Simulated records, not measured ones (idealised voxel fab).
This is a process module. Its name is voxel fin reveal.
Square cells of 5 nm make up the cross-section cut, whose width is 270 nm.
When this document writes out a cross-section, it uses a grid of square cells and lists it as bands, beginning at the top and moving down, with a band standing for one or more rows of cells.
Read a band's entry like this: the first values are the height of its top and the height of its bottom in nm, and what follows is the sequence of materials from left to right, each with its width in nm. Note that "air" is empty space, and that a single material marked "full width" reaches across the band from edge to edge.
Convention: height 0 is the level below which the wafer, as received, is all one material. The lowest band does not terminate at the bottom but continues downward, represented as "0 and below".
Width "30..40": first value at the band's top row of cells, second value at its bottom row, equal change from row to row.
"changes: none" means the step left every cell of the cross-section as it was.
"Completely enclosed voids" means: voids of 8 cells or more that are shut off from the top with no open way through. Written width x height at distance, distance from the left edge, in nm.
What comes after the settings on a step's line is commentary from the simulator itself on that step.
When a step includes a mask, the "overlay nm" setting on its line states how far to the right of its planned place that mask lay, and negative values state how far to the left.
STEPS IN THE PROCESS PLAN
1. RECEIVE with material Si
2. CONFORMAL_DEP with material SiN, thk nm 5
3. PATTERN with tone cover, mask id FINS, material resist, width nm 15, pitch nm 45, thk nm 20, overlay nm 0
4. DIRECTIONAL_ETCH with etch materials SiN, depth nm 5
5. DIRECTIONAL_ETCH with etch materials Si, depth nm 30
6. STRIP with etch materials resist
7. FILL_DEP with material SiO2, thk nm 15
8. CMP with height nm 5
9. SELECTIVE_ETCH with etch materials SiO2, depth nm 15
10. STRIP with etch materials SiN
11. CONFORMAL_DEP with material HfO2, thk nm 5
WAFER AS RECEIVED: CROSS-SECTION FOLLOWING STEP 1
  0 and below  Si full width
  Completely enclosed voids: none
CROSS-SECTION: FIRST OF TWO WAFERS, MODULE FINISHED, RUN ACCORDING TO PLAN
  5 down to 0  air 75 nm; HfO2 25 nm; air 20 nm; HfO2 25 nm; air 20 nm; HfO2 25 nm; air 80 nm
  0 down to -5  air 75 nm; HfO2 5 nm; Si 15 nm; HfO2 5 nm; air 20 nm; HfO2 5 nm; Si 15 nm; HfO2 5 nm; air 20 nm; HfO2 5 nm; Si 15 nm; HfO2 5 nm; air 80 nm
  -5 down to -10  HfO2 80 nm; Si 15 nm; HfO2 30 nm; Si 15 nm; HfO2 30 nm; Si 15 nm; HfO2 85 nm
  -10 down to -30  SiO2 80 nm; Si 15 nm; SiO2 30 nm; Si 15 nm; SiO2 30 nm; Si 15 nm; SiO2 85 nm
  -30 and below  Si full width
  Completely enclosed voids: none
THIS IS THE SECOND OF THE TWO WAFERS, CROSS-SECTIONED AT THE END OF THE MODULE; IT STARTED EXACTLY LIKE THE FIRST AND WAS GIVEN THE SAME PLAN, BUT IT WAS RUN WITH ONE MISTAKE
  5 down to 0  air 75 nm; HfO2 25 nm; air 20 nm; HfO2 25 nm; air 20 nm; HfO2 25 nm; air 80 nm
  0 down to -20  air 75 nm; HfO2 5 nm; Si 15 nm; HfO2 5 nm; air 20 nm; HfO2 5 nm; Si 15 nm; HfO2 5 nm; air 20 nm; HfO2 5 nm; Si 15 nm; HfO2 5 nm; air 80 nm
  -20 down to -25  HfO2 80 nm; Si 15 nm; HfO2 30 nm; Si 15 nm; HfO2 30 nm; Si 15 nm; HfO2 85 nm
  -25 down to -30  SiO2 80 nm; Si 15 nm; SiO2 30 nm; Si 15 nm; SiO2 30 nm; Si 15 nm; SiO2 85 nm
  -30 and below  Si full width
  Completely enclosed voids: none
Finding, execution versus plan: the plan had its step 9 run twice
Upon completion, the second wafer contains, in terms of cells, a greater or smaller amount of certain materials than the first wafer: 18 more of HfO2 | 135 fewer of SiO2
